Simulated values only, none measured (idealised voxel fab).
This section sets out a process module, namely voxel capacitor over wiring.
In the cross-section labelled cut, the width is 210 nm and each square cell is 5 nm.
Just so we're on the same page, the cross-sections are grids of square cells, and they're listed out in bands top to bottom, each band one or more rows deep.
Per band: top height and bottom height in nm, followed by the left-to-right materials and their widths in nm; "everywhere" marks a single material spanning edge to edge, "blank" marks empty space.
Heads up on the height convention: 0 is the point under which the incoming wafer is all one material, and the lowest band has no bottom, it just keeps going down, like "0 down".
With a width like "30 to 40", each row of cells in the band differs from the next by the same amount, the top row carrying the first number and the bottom row the second.
"no modifications" for a step: no cell of the cross-section changed in that step.
"Trapped cavities" enumerates empty spaces isolated from the top, with no open way to it, that contain at least 8 cells, giving each as width x height at distance from the left edge, all three in nm.
On a step's line, text after the settings is the simulator commenting on that step.
If you see "overlay nm" on a step's line and that step has a mask, it's telling you how far right of where it was planned the mask ended up; a negative number means it went left instead.

The steps planned for the process are as follows
1 RECEIVE, material Si
2 CONFORMAL_DEP, material SiO2, thk nm 10
3 CONFORMAL_DEP, material SiCN, thk nm 5
4 DIRECTIONAL_DEP, material lowk, thk nm 25
5 PATTERN, tone open, mask id METAL_1, material resist, width nm 25, pitch nm 90, thk nm 20, overlay nm 0
6 DIRECTIONAL_ETCH, etch materials lowk, depth nm 25
7 DIRECTIONAL_ETCH, etch materials SiCN, depth nm 5
8 STRIP, etch materials resist
9 CONFORMAL_DEP, material TiN, thk nm 5
10 FILL_DEP, material Ru, thk nm 10
11 CMP, height nm 40
12 CONFORMAL_DEP, material SiCN, thk nm 5
13 DIRECTIONAL_DEP, material SiO2, thk nm 20
14 PATTERN, tone open, mask id PLUG_1, material resist, width nm 15, thk nm 20, overlay nm 0
15 DIRECTIONAL_ETCH, etch materials SiO2, depth nm 20
16 DIRECTIONAL_ETCH, etch materials SiCN, depth nm 5
17 STRIP, etch materials resist
18 EPI, material Ru, thk nm 10
19 EPI, material Ru, thk nm 10
20 EPI, material Ru, thk nm 5
21 DIRECTIONAL_DEP, material TiN, thk nm 5
22 DIRECTIONAL_DEP, material Al2O3, thk nm 5
23 DIRECTIONAL_DEP, material TiN, thk nm 5
24 DIRECTIONAL_DEP, material aC, thk nm 15
25 PATTERN, tone cover, mask id UPPER_PLATE, material resist, width nm 60, thk nm 35, overlay nm 0
26 DIRECTIONAL_ETCH, etch materials aC, depth nm 15
27 STRIP, etch materials resist
28 DIRECTIONAL_ETCH, etch materials TiN, depth nm 5
29 DIRECTIONAL_ETCH, etch materials Al2O3, depth nm 5
30 STRIP, etch materials aC
31 DIRECTIONAL_DEP, material aC, thk nm 10
32 PATTERN, tone cover, mask id LOWER_PLATE, material resist, width nm 80, thk nm 25, overlay nm 0
33 DIRECTIONAL_ETCH, etch materials aC, depth nm 10
34 STRIP, etch materials resist
35 DIRECTIONAL_ETCH, etch materials TiN, depth nm 5
36 STRIP, etch materials aC
37 FILL_DEP, material SiO2, thk nm 20
38 CMP, height nm 95
39 PATTERN, tone open, mask id PLUG_2, material resist, width nm 15, thk nm 20, overlay nm 0
40 DIRECTIONAL_ETCH, etch materials SiO2, depth nm 15
41 STRIP, etch materials resist
42 CONFORMAL_DEP, material TiN, thk nm 5
43 FILL_DEP, material W, thk nm 10
44 CMP, height nm 95
45 CONFORMAL_DEP, material SiN, thk nm 5
Wafers differ in width nm at step 25; plan lists the first wafer's value; identical starting state.

So this is the first of several wafers, cross-sectioned as it came to us, meaning it's at the end of step 1
* 0 down = Si everywhere
* Trapped cavities: none

Module finished, last step 45 done: cross-section of the first of several wafers
* 100 to 95 = SiN everywhere
* 95 to 85 = SiO2 (65) | TiN (5) | W (5) | TiN (5) | SiO2 (130)
* 85 to 75 = SiO2 (65 to 60) | TiN (15 to 60) | SiO2 (130 to 90)
* 75 to 70 = SiO2 (60) | Al2O3 (60) | SiO2 (90)
* 70 to 65 = SiO2 (50) | TiN (80) | SiO2 (80)
* 65 to 45 = SiO2 (55) | Ru (15) | SiO2 (140)
* 45 to 40 = SiCN (55) | Ru (15) | SiCN (140)
* 40 to 15 = lowk (45) | TiN (5) | Ru (15) | TiN (5) | lowk (65) | TiN (5) | Ru (15) | TiN (5) | lowk (50)
* 15 to 10 = SiCN (45) | TiN (25) | SiCN (65) | TiN (25) | SiCN (50)
* 10 to 0 = SiO2 everywhere
* 0 down = Si everywhere
* Trapped cavities: none

So this is the cross-section on the last wafer at the end of the module
* 100 to 95 = SiN everywhere
* 95 to 85 = SiO2 (65) | TiN (5) | W (5) | TiN (5) | SiO2 (130)
* 85 to 75 = SiO2 (65 to 50) | TiN (15 to 80) | SiO2 (130 to 80)
* 75 to 70 = SiO2 (50) | Al2O3 (85) | SiO2 (75)
* 70 to 65 = SiO2 (50) | TiN (85) | SiO2 (75)
* 65 to 45 = SiO2 (55) | Ru (15) | SiO2 (140)
* 45 to 40 = SiCN (55) | Ru (15) | SiCN (140)
* 40 to 15 = lowk (45) | TiN (5) | Ru (15) | TiN (5) | lowk (65) | TiN (5) | Ru (15) | TiN (5) | lowk (50)
* 15 to 10 = SiCN (45) | TiN (25) | SiCN (65) | TiN (25) | SiCN (50)
* 10 to 0 = SiO2 everywhere
* 0 down = Si everywhere
* Trapped cavities: none

Table: wafers, a row each; end-of-module cell change per material since receipt, gain (+), loss (-); then closed voids
width nm 60 | +12 Al2O3 | +45 Ru | +71 SiCN | +42 SiN | +443 SiO2 | +65 TiN | +2 W | +160 lowk | Trapped cavities: none
width nm 65 | +13 Al2O3 | +45 Ru | +71 SiCN | +42 SiN | +441 SiO2 | +66 TiN | +2 W | +160 lowk | Trapped cavities: none
width nm 70 | +14 Al2O3 | +45 Ru | +71 SiCN | +42 SiN | +439 SiO2 | +67 TiN | +2 W | +160 lowk | Trapped cavities: none
width nm 75 | +15 Al2O3 | +45 Ru | +71 SiCN | +42 SiN | +437 SiO2 | +68 TiN | +2 W | +160 lowk | Trapped cavities: none
width nm 80 | +16 Al2O3 | +45 Ru | +71 SiCN | +42 SiN | +435 SiO2 | +69 TiN | +2 W | +160 lowk | Trapped cavities: none
width nm 85 | +17 Al2O3 | +45 Ru | +71 SiCN | +42 SiN | +433 SiO2 | +70 TiN | +2 W | +160 lowk | Trapped cavities: none
